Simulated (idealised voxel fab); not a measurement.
Module name: voxel self aligned vias (process module)
The width of the displayed cross-section, cut, is 245 nm; its cells are square, with a size of 5 nm.
Notation: cross-section as square-cell grid; stated in bands, top first, going down; one or more cell rows per band.
Band entry format. Leading values: height of top, height of bottom, nm. Remainder: materials in left-to-right order, each with its width in nm. Special words: "everywhere" on a single material, which then fills the band edge to edge; "air", empty space.
Counting heights begins at 0, where everything beneath is, in the wafer as received, one material. The lowest band has no bottom; it goes on downwards, as "0..down" shows.
Quick explanation for "30..40": the width changes in equal steps down the rows of cells, from the first number in the band's top row to the second number in its bottom row.
Any step labelled "same as before" changed none of the cells in the cross-section.
You'll see "Enclosed internal voids" listing empty spaces that have no way open to the top, as long as they're 8 cells or more; the notation is width x height at distance, where the distance is from the left edge, and all of it is in nm.
Where a step's line continues beyond its settings, the continuation is a remark by the simulator itself on that step.
A step's line can hold "overlay nm"; with a mask on that step, the setting says how far right of the planned place the mask lay, while a negative setting says it lay to the left.

Process steps (planned):
| 1 | RECEIVE,material Si |
| 2 | CONFORMAL_DEP,material SiO2,thk nm 10 |
| 3 | CONFORMAL_DEP,material SiCN,thk nm 5 |
| 4 | DIRECTIONAL_DEP,material SiO2,thk nm 20 |
| 5 | DIRECTIONAL_DEP,material aC,thk nm 10 |
| 6 | PATTERN,tone open,mask id LINES,material resist,width nm 30,pitch nm 60,thk nm 30,overlay nm 0 |
| 7 | DIRECTIONAL_ETCH,etch materials aC,depth nm 10 |
| 8 | STRIP,etch materials resist |
| 9 | DIRECTIONAL_ETCH,etch materials SiO2,depth nm 20 |
| 10 | STRIP,etch materials aC |
| 11 | CONFORMAL_DEP,material TiN,thk nm 5 |
| 12 | FILL_DEP,material W,thk nm 10 |
| 13 | CMP,height nm 35 |
| 14 | SELECTIVE_ETCH,etch materials W Ru TiN,depth nm 10 |
| 15 | FILL_DEP,material SiN,thk nm 10 |
| 16 | CMP,height nm 35 |
| 17 | DIRECTIONAL_DEP,material SiO2,thk nm 15 |
| 18 | MASKED_ETCH,tone open,mask id VIAS,width nm 30,etch materials SiO2,depth nm 15,overlay nm 0 |
| 19 | MASKED_ETCH,tone open,mask id VIAS,width nm 40,etch materials SiN,depth nm 10,overlay nm 0 |
| 20 | CONFORMAL_DEP,material TiN,thk nm 5 |
| 21 | FILL_DEP,material W,thk nm 5 |
| 22 | CMP,height nm 50 |
| 23 | CONFORMAL_DEP,material SiN,thk nm 5 |
Heads up: all these wafers start the same, and what changes between them is the width nm in step 18. The value you see in the plan is just what the first wafer got.

Cross-sectional view of the first of several wafers in the as-received condition, corresponding to the state following step 1:
0..down = Si everywhere
Enclosed internal voids: none

Table: wafers, a row each; end-of-module cell change per material since receipt, gain (+), loss (-); then closed voids:
width nm 30; +49 SiCN; +61 SiN; +375 SiO2; +30 TiN; +24 W; Enclosed internal voids: none
width nm 35; +49 SiCN; +61 SiN; +372 SiO2; +31 TiN; +26 W; Enclosed internal voids: none
width nm 40; +49 SiCN; +61 SiN; +369 SiO2; +32 TiN; +28 W; Enclosed internal voids: none
width nm 45; +49 SiCN; +61 SiN; +366 SiO2; +33 TiN; +30 W; Enclosed internal voids: none
width nm 50; +49 SiCN; +61 SiN; +363 SiO2; +34 TiN; +32 W; Enclosed internal voids: none
width nm 55; +49 SiCN; +61 SiN; +360 SiO2; +35 TiN; +34 W; Enclosed internal voids: none
